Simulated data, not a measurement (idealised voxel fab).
Process module name: voxel self aligned contacts
Displayed cross-section: cut, width of 170 nm, square cells sized 5 nm.
Just so we're on the same page, the cross-sections are grids of square cells, and they're listed out in bands top to bottom, each band one or more rows deep. Top, bottom (nm), then materials left to right with widths (nm); lone material tagged "all across" fills the whole band edge to edge; "blank" = empty space. Heights are expressed relative to 0, this being the level below which the as-received wafer comprises one material exclusively. The lowest band is unbounded in the downward direction and is denoted as in "from 0 down". The notation "30 to 40" denotes a width that varies across the rows of cells in the band, beginning at the first number in the top row, finishing at the second number in the bottom row, and changing by an identical amount from each row to the next. Step marked "left unchanged"? Then no cell in the cross-section changed in it. Heads up: "Closed empty spaces" only lists the empty pockets with no open path to the top that are 8 cells or more, and it writes them as width x height at distance, distance from the left edge, in nm. It should be noted that, on the line of a given step, the content following the step's settings is a remark produced by the simulator itself with respect to that step. "overlay nm" answers the question of how far to the right of plan the mask lay on a step that has a mask, and when it is negative the answer is to the left.

# Here's what the planned process steps look like
- 1: RECEIVE: material Si
- 2: OXIDIZE: depth nm 5
- 3: DIRECTIONAL_DEP: material polySi, thk nm 30
- 4: DIRECTIONAL_DEP: material SiN, thk nm 20
- 5: DIRECTIONAL_DEP: material aC, thk nm 15
- 6: PATTERN: tone cover, mask id GATE, material resist, width nm 35, pitch nm 60, thk nm 35, overlay nm 0
- 7: DIRECTIONAL_ETCH: etch materials aC, depth nm 15
- 8: STRIP: etch materials resist
- 9: DIRECTIONAL_ETCH: etch materials SiN, depth nm 20
- 10: DIRECTIONAL_ETCH: etch materials polySi, depth nm 30
- 11: STRIP: etch materials aC
- 12: CONFORMAL_DEP: material SiN, thk nm 5
- 13: DIRECTIONAL_ETCH: etch materials SiN, depth nm 5
- 14: FILL_DEP: material SiO2, thk nm 10
- 15: CMP: height nm 45
- 16: MASKED_ETCH: tone open, mask id CONTACT, width nm 45, etch materials SiO2, depth nm 60, overlay nm 0
- 17: CONFORMAL_DEP: material TiN, thk nm 5
- 18: FILL_DEP: material W, thk nm 10
- 19: CMP: height nm 55
- 20: CONFORMAL_DEP: material SiN, thk nm 5
Don't read the plan's height nm for step 15 as applying to every wafer: that's the first wafer's value, and the wafers differ in it, though they all start identical.

# Incoming state of the first of several wafers in cross-section: after step 1
    from 0 down  Si all across
    Closed empty spaces: none

# Quick key for the table: a row per wafer, taken at the end of the module. For each material it tells you how many cells the wafer gained (+) or lost (-) since it came in, and the closed voids come after
height nm 45 | -34 Si | +112 SiN | +148 SiO2 | +54 TiN | +44 W | +84 polySi | Closed empty spaces: none
height nm 50 | -34 Si | +130 SiN | +161 SiO2 | +56 TiN | +11 W | +84 polySi | Closed empty spaces: none
height nm 55 | -34 Si | +130 SiN | +186 SiO2 | +31 TiN | +11 W | +84 polySi | Closed empty spaces: none
height nm 60 | -34 Si | +130 SiN | +189 SiO2 | +29 TiN | +10 W | +84 polySi | Closed empty spaces: none
